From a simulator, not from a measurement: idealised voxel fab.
You're looking at the process module voxel capacitor over wiring.
The cross-section on display is named cut; it measures 165 nm wide, and its cells are 5 nm squares.
Cross-section format: a grid of square cells, given as bands from top to bottom; each band is one or more rows of cells. Band entry format. Leading values: height of top, height of bottom, nm. Remainder: materials in left-to-right order, each with its width in nm. Special words: "edge to edge" on a single material, which then fills the band edge to edge; "empty", empty space. The reference from which all heights are counted is 0, the level beneath which the as-received wafer is entirely one material; the lowest band, having no lower bound, proceeds downward and is written after the example "0 nm and below". Read "30 to 40" as a graded width: first number on top, second number at the bottom, same change between each pair of neighbouring rows. "remained unchanged" -> step changed no cross-section cell. For the entry "Cavities, closed", the listed items are empty spaces with no open way to the top whose size is 8 cells or more; each item follows the pattern width x height at distance, where distance is from the left edge and all three are in nm. On each step's line, the part that comes after the settings is the simulator's own comment on the step. Among the settings permitted on a step's line is "overlay nm"; applied to a step with a mask, it specifies the extent to which the mask lay to the right of its planned position, whereas a negative figure signifies a position to the left.
## Planned process steps
- 1: RECEIVE with material Si
- 2: CONFORMAL_DEP with material SiO2, thk nm 10
- 3: DIRECTIONAL_DEP with material TiN, thk nm 5
- 4: DIRECTIONAL_DEP with material W, thk nm 15
- 5: PATTERN with tone cover, mask id METAL_1, material resist, width nm 30, pitch nm 85, thk nm 15, overlay nm 0
- 6: DIRECTIONAL_ETCH with etch materials W, depth nm 15
- 7: DIRECTIONAL_ETCH with etch materials TiN, depth nm 5
- 8: STRIP with etch materials resist
- 9: FILL_DEP with material SiO2, thk nm 5
- 10: CMP with height nm 30
- 11: CONFORMAL_DEP with material SiCN, thk nm 5
- 12: DIRECTIONAL_DEP with material SiO2, thk nm 10
- 13: MASKED_ETCH with tone open, mask id PLUG_1, width nm 15, etch materials SiO2, depth nm 10, overlay nm 0
- 14: MASKED_ETCH with tone open, mask id PLUG_1, width nm 15, etch materials SiCN, depth nm 5, overlay nm 0
- 15: EPI with material Ru, thk nm 10
- 16: EPI with material Ru, thk nm 5
- 17: DIRECTIONAL_DEP with material TiN, thk nm 5
- 18: DIRECTIONAL_DEP with material SiN, thk nm 5
- 19: DIRECTIONAL_DEP with material TiN, thk nm 5
- 20: MASKED_ETCH with tone cover, mask id UPPER_PLATE, width nm 60, etch materials TiN, depth nm 5, overlay nm 0
- 21: MASKED_ETCH with tone cover, mask id UPPER_PLATE, width nm 60, etch materials SiN, depth nm 5, overlay nm 0
- 22: MASKED_ETCH with tone cover, mask id LOWER_PLATE, width nm 70, etch materials TiN, depth nm 5, overlay nm 0
- 23: FILL_DEP with material SiO2, thk nm 20
- 24: CMP with height nm 75
- 25: PATTERN with tone open, mask id PLUG_2, material resist, width nm 15, thk nm 20, overlay nm 0
- 26: DIRECTIONAL_ETCH with etch materials SiO2, depth nm 15
- 27: STRIP with etch materials resist
- 28: CONFORMAL_DEP with material TiN, thk nm 5
- 29: FILL_DEP with material W, thk nm 5
- 30: CMP with height nm 75
- 31: CONFORMAL_DEP with material SiN, thk nm 5
## What follows covers the first of two wafers; it ran as planned
## Cross-section of the wafer at receipt, which is the condition after step 1
> 0 nm and below  Si edge to edge
> Cavities, closed: none
## The wafer, seen in cross-section, after step 2
> 10 nm to 0 nm  SiO2 edge to edge
> Nothing below the height 0 has changed.
## The wafer, seen in cross-section, after step 3
> 15 nm to 10 nm  TiN edge to edge
> Nothing below the height 10 has changed.
## The wafer, seen in cross-section, after step 4
> 30 nm to 15 nm  W edge to edge
> Nothing below the height 15 has changed.
## The wafer, seen in cross-section, after step 5
> 45 nm to 30 nm  25 nm empty  30 nm resist  55 nm empty  30 nm resist  25 nm empty
> Nothing below the height 30 has changed.
## The wafer, seen in cross-section, after step 6
> 45 nm to 30 nm  25 nm empty  30 nm resist  55 nm empty  30 nm resist  25 nm empty
> 30 nm to 15 nm  25 nm empty  30 nm W  55 nm empty  30 nm W  25 nm empty
> Nothing below the height 15 has changed.
## The wafer, seen in cross-section, after step 7
> 45 nm to 30 nm  25 nm empty  30 nm resist  55 nm empty  30 nm resist  25 nm empty
> 30 nm to 15 nm  25 nm empty  30 nm W  55 nm empty  30 nm W  25 nm empty
> 15 nm to 10 nm  25 nm empty  30 nm TiN  55 nm empty  30 nm TiN  25 nm empty
> Nothing below the height 10 has changed.
## The wafer, seen in cross-section, after step 8
> 30 nm to 15 nm  25 nm empty  30 nm W  55 nm empty  30 nm W  25 nm empty
> Nothing below the height 15 has changed.
## The wafer, seen in cross-section, after step 9
> 35 nm to 30 nm  SiO2 edge to edge
> 30 nm to 15 nm  25 nm SiO2  30 nm W  55 nm SiO2  30 nm W  25 nm SiO2
> 15 nm to 10 nm  25 nm SiO2  30 nm TiN  55 nm SiO2  30 nm TiN  25 nm SiO2
> Nothing below the height 10 has changed.
## The wafer, seen in cross-section, after step 10
> 30 nm to 15 nm  25 nm SiO2  30 nm W  55 nm SiO2  30 nm W  25 nm SiO2
> Nothing below the height 15 has changed.
## The wafer, seen in cross-section, after step 11
> 35 nm to 30 nm  SiCN edge to edge
> Nothing below the height 30 has changed.
## The wafer, seen in cross-section, after step 12
> 45 nm to 35 nm  SiO2 edge to edge
> Nothing below the height 35 has changed.
## The wafer, seen in cross-section, after step 13
> 45 nm to 35 nm  40 nm SiO2  15 nm empty  110 nm SiO2
> Nothing below the height 35 has changed.
## The wafer, seen in cross-section, after step 14
> 45 nm to 35 nm  40 nm SiO2  15 nm empty  110 nm SiO2
> 35 nm to 30 nm  40 nm SiCN  15 nm empty  110 nm SiCN
> Nothing below the height 30 has changed.
## The wafer, seen in cross-section, after step 15
> 45 nm to 40 nm  40 nm SiO2  15 nm empty  110 nm SiO2
> 40 nm to 35 nm  40 nm SiO2  15 nm Ru  110 nm SiO2
> 35 nm to 30 nm  40 nm SiCN  15 nm Ru  110 nm SiCN
> Nothing below the height 30 has changed.
## The wafer, seen in cross-section, after step 16
> 45 nm to 35 nm  40 nm SiO2  15 nm Ru  110 nm SiO2
> Nothing below the height 35 has changed.
## The wafer, seen in cross-section, after step 17
> 50 nm to 45 nm  TiN edge to edge
> Nothing below the height 45 has changed.
## The wafer, seen in cross-section, after step 18
> 55 nm to 50 nm  SiN edge to edge
> Nothing below the height 50 has changed.
## The wafer, seen in cross-section, after step 19
> 60 nm to 55 nm  TiN edge to edge
> Nothing below the height 55 has changed.
## The wafer, seen in cross-section, after step 20
> 60 nm to 55 nm  40 nm empty  60 nm TiN  65 nm empty
> Nothing below the height 55 has changed.
## The wafer, seen in cross-section, after step 21
> 60 nm to 55 nm  40 nm empty  60 nm TiN  65 nm empty
> 55 nm to 50 nm  40 nm empty  60 nm SiN  65 nm empty
> Nothing below the height 50 has changed.
## The wafer, seen in cross-section, after step 22
> 60 nm to 55 nm  40 nm empty  60 nm TiN  65 nm empty
> 55 nm to 50 nm  40 nm empty  60 nm SiN  65 nm empty
> 50 nm to 45 nm  35 nm empty  70 nm TiN  60 nm empty
> Nothing below the height 45 has changed.
## The wafer, seen in cross-section, after step 23
> 80 nm to 60 nm  SiO2 edge to edge
> 60 nm to 55 nm  40 nm SiO2  60 nm TiN  65 nm SiO2
> 55 nm to 50 nm  40 nm SiO2  60 nm SiN  65 nm SiO2
> 50 nm to 45 nm  35 nm SiO2  70 nm TiN  60 nm SiO2
> Nothing below the height 45 has changed.
## The wafer, seen in cross-section, after step 24
> 75 nm to 60 nm  SiO2 edge to edge
> Nothing below the height 60 has changed.
## The wafer, seen in cross-section, after step 25
> 95 nm to 75 nm  50 nm resist  15 nm empty  100 nm resist
> Nothing below the height 75 has changed.
## The wafer, seen in cross-section, after step 26
> 95 nm to 75 nm  50 nm resist  15 nm empty  100 nm resist
> 75 nm to 60 nm  50 nm SiO2  15 nm empty  100 nm SiO2
> Nothing below the height 60 has changed.
## The wafer, seen in cross-section, after step 27
> 75 nm to 60 nm  50 nm SiO2  15 nm empty  100 nm SiO2
> Nothing below the height 60 has changed.
## The wafer, seen in cross-section, after step 28
> 80 nm to 75 nm  55 nm TiN  5 nm empty  105 nm TiN
> 75 nm to 65 nm  50 nm SiO2  5 nm TiN  5 nm empty  5 nm TiN  100 nm SiO2
> 65 nm to 55 nm  50 to 40 nm SiO2  15 to 60 nm TiN  100 to 65 nm SiO2
> Nothing below the height 55 has changed.
## The wafer, seen in cross-section, after step 29
> 85 nm to 80 nm  W edge to edge
> 80 nm to 75 nm  55 nm TiN  5 nm W  105 nm TiN
> 75 nm to 65 nm  50 nm SiO2  5 nm TiN  5 nm W  5 nm TiN  100 nm SiO2
> Nothing below the height 65 has changed.
## The wafer, seen in cross-section, after step 30
> 75 nm to 65 nm  50 nm SiO2  5 nm TiN  5 nm W  5 nm TiN  100 nm SiO2
> Nothing below the height 65 has changed.
## The wafer, seen in cross-section, after step 31
> 80 nm to 75 nm  SiN edge to edge
> Nothing below the height 75 has changed.
## Second wafer, same starting state and plan as the first, one mistake in the run, identical through step 17
## At the planned end of step 18, the second wafer in cross-section
> 65 nm to 50 nm  SiN edge to edge
> Nothing below the height 50 has changed.
## At the planned end of step 19, the second wafer in cross-section
> 70 nm to 65 nm  TiN edge to edge
> Nothing below the height 65 has changed.
## At the planned end of step 20, the second wafer in cross-section
> 70 nm to 65 nm  40 nm empty  60 nm TiN  65 nm empty
> Nothing below the height 65 has changed.
## At the planned end of step 21, the second wafer in cross-section
> 70 nm to 65 nm  40 nm empty  60 nm TiN  65 nm empty
> 65 nm to 60 nm  40 nm empty  60 nm SiN  65 nm empty
> Nothing below the height 60 has changed.
At the planned end of step 22, the second wafer in cross-section: remained unchanged
## At the planned end of step 23, the second wafer in cross-section
> 90 nm to 70 nm  SiO2 edge to edge
> 70 nm to 65 nm  40 nm SiO2  60 nm TiN  65 nm SiO2
> 65 nm to 60 nm  40 nm SiO2  60 nm SiN  65 nm SiO2
> Nothing below the height 60 has changed.
## At the planned end of step 24, the second wafer in cross-section
> 75 nm to 70 nm  SiO2 edge to edge
> Nothing below the height 70 has changed.
## At the planned end of step 25, the second wafer in cross-section
> 95 nm to 75 nm  50 nm resist  15 nm empty  100 nm resist
> Nothing below the height 75 has changed.
## At the planned end of step 26, the second wafer in cross-section
> 95 nm to 75 nm  50 nm resist  15 nm empty  100 nm resist
> 75 nm to 70 nm  50 nm SiO2  15 nm empty  100 nm SiO2
> Nothing below the height 70 has changed.
## At the planned end of step 27, the second wafer in cross-section
> 75 nm to 70 nm  50 nm SiO2  15 nm empty  100 nm SiO2
> Nothing below the height 70 has changed.
## At the planned end of step 28, the second wafer in cross-section
> 80 nm to 75 nm  55 nm TiN  5 nm empty  105 nm TiN
> 75 nm to 65 nm  50 to 40 nm SiO2  15 to 60 nm TiN  100 to 65 nm SiO2
> Nothing below the height 65 has changed.
## At the planned end of step 29, the second wafer in cross-section
> 85 nm to 80 nm  W edge to edge
> 80 nm to 75 nm  55 nm TiN  5 nm W  105 nm TiN
> Nothing below the height 75 has changed.
## At the planned end of step 30, the second wafer in cross-section
> 75 nm to 65 nm  50 to 40 nm SiO2  15 to 60 nm TiN  100 to 65 nm SiO2
> Nothing below the height 65 has changed.
## At the planned end of step 31, the second wafer in cross-section
> 80 nm to 75 nm  SiN edge to edge
> Nothing below the height 75 has changed.
Which mistake was made when the wafer was run? step 18, actual vs plan mismatch, actual run DIRECTIONAL_DEP with material SiN, thk nm 15
Counted in cells at the end, the second wafer holds more or fewer of these materials than the first: SiN +66, SiO2 -79, TiN +15, W -2
